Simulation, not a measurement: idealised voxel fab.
The process module presented herein is designated voxel gate over fins.
Displayed cross-section: cut, width of 215 nm, square cells sized 5 nm.
In this document a cross-section is written as a grid of square cells. It is given as a series of bands, listed from the top down, and a band is one or more rows of cells. For a band, the entry starts with two heights in nm, that of the top and then that of the bottom, and carries on with the band's materials in order from left to right, each alongside its width in nm; the word "throughout" beside a single material means it fills the band edge to edge, and "blank" means empty space. All heights in this document are referenced to 0, defined as the level beneath which the wafer, as received, consists entirely of one material. The lowest band is not bounded below; it extends indefinitely downward and is written in the form "0 down". The width entry "30..40" should be interpreted row by row: the top row of cells in the band takes the first number, the bottom row takes the second number, and the change between adjacent rows is uniform throughout. Any step labelled "identical to before" changed none of the cells in the cross-section. "Unvented voids" specifies each empty space that is not open to the top and that occupies no fewer than 8 cells, using the form width x height at distance, the distance measured from the left edge and all three quantities in nm. Anything after a step's settings on that line? It's the simulator's own note about the step. overlay nm: for a step with a mask, the amount by which the mask lay right of where it was planned; a negative amount means left of it.
-- So here's the lineup of process steps we planned
step 1: op RECEIVE | material Si
step 2: op CONFORMAL_DEP | material SiN | thk nm 10
step 3: op DIRECTIONAL_DEP | material aC | thk nm 10
step 4: op PATTERN | tone cover | mask id FINS | material resist | width nm 15 | pitch nm 45 | thk nm 25 | overlay nm 0
step 5: op DIRECTIONAL_ETCH | etch materials aC | depth nm 10
step 6: op STRIP | etch materials resist
step 7: op DIRECTIONAL_ETCH | etch materials SiN | depth nm 10
step 8: op DIRECTIONAL_ETCH | etch materials Si | depth nm 35
step 9: op STRIP | etch materials aC
step 10: op FILL_DEP | material SiO2 | thk nm 15
step 11: op CMP | height nm 10
step 12: op SELECTIVE_ETCH | etch materials SiO2 | depth nm 25
step 13: op STRIP | etch materials SiN
step 14: op CONFORMAL_DEP | material HfO2 | thk nm 5
step 15: op CONFORMAL_DEP | material TiN | thk nm 5
step 16: op FILL_DEP | material W | thk nm 10
step 17: op CMP | height nm 15
step 18: op CONFORMAL_DEP | material SiCN | thk nm 10
-- Received-state cross-section, reflecting completion of step 1
> 0 down: Si throughout
> Unvented voids: none
-- Here's the cross-section of the first of our two wafers at the end of the module - it ran as planned
> 25 to 15: SiCN throughout
> 15 to 10: W throughout
> 10 to 5: 45 of W / 35 of TiN / 10 of W / 35 of TiN / 10 of W / 35 of TiN / 45 of W
> 5 to 0: 45 of W / 5 of TiN / 25 of HfO2 / 5 of TiN / 10 of W / 5 of TiN / 25 of HfO2 / 5 of TiN / 10 of W / 5 of TiN / 25 of HfO2 / 5 of TiN / 45 of W
> 0 to -5: 45 of W / 5 of TiN / 5 of HfO2 / 15 of Si / 5 of HfO2 / 5 of TiN / 10 of W / 5 of TiN / 5 of HfO2 / 15 of Si / 5 of HfO2 / 5 of TiN / 10 of W / 5 of TiN / 5 of HfO2 / 15 of Si / 5 of HfO2 / 5 of TiN / 45 of W
> -5 to -10: 50 of TiN / 5 of HfO2 / 15 of Si / 5 of HfO2 / 20 of TiN / 5 of HfO2 / 15 of Si / 5 of HfO2 / 20 of TiN / 5 of HfO2 / 15 of Si / 5 of HfO2 / 50 of TiN
> -10 to -15: 55 of HfO2 / 15 of Si / 30 of HfO2 / 15 of Si / 30 of HfO2 / 15 of Si / 55 of HfO2
> -15 to -35: 55 of SiO2 / 15 of Si / 30 of SiO2 / 15 of Si / 30 of SiO2 / 15 of Si / 55 of SiO2
> -35 down: Si throughout
> Unvented voids: none
-- Cross-section of the latter of the two wafers at module completion. It had an identical start and an identical plan to the former; in running it, one mistake was made
> 25 to 15: SiCN throughout
> 15 to 10: W throughout
> 10 to 5: 50 of W / 35 of TiN / 10 of W / 35 of TiN / 10 of W / 35 of TiN / 40 of W
> 5 to 0: 50 of W / 5 of TiN / 25 of HfO2 / 5 of TiN / 10 of W / 5 of TiN / 25 of HfO2 / 5 of TiN / 10 of W / 5 of TiN / 25 of HfO2 / 5 of TiN / 40 of W
> 0 to -5: 50 of W / 5 of TiN / 5 of HfO2 / 15 of Si / 5 of HfO2 / 5 of TiN / 10 of W / 5 of TiN / 5 of HfO2 / 15 of Si / 5 of HfO2 / 5 of TiN / 10 of W / 5 of TiN / 5 of HfO2 / 15 of Si / 5 of HfO2 / 5 of TiN / 40 of W
> -5 to -10: 55 of TiN / 5 of HfO2 / 15 of Si / 5 of HfO2 / 20 of TiN / 5 of HfO2 / 15 of Si / 5 of HfO2 / 20 of TiN / 5 of HfO2 / 15 of Si / 5 of HfO2 / 45 of TiN
> -10 to -15: 60 of HfO2 / 15 of Si / 30 of HfO2 / 15 of Si / 30 of HfO2 / 15 of Si / 50 of HfO2
> -15 to -35: 60 of SiO2 / 15 of Si / 30 of SiO2 / 15 of Si / 30 of SiO2 / 15 of Si / 50 of SiO2
> -35 down: Si throughout
> Unvented voids: none
Processing error: for step 4, the planned setting was not used; the step was instead run as op PATTERN | tone cover | mask id FINS | material resist | width nm 15 | pitch nm 45 | thk nm 25 | overlay nm 5
Same inventory, different map: at the end, the second wafer holds as many cells of each material as the first, placed elsewhere.
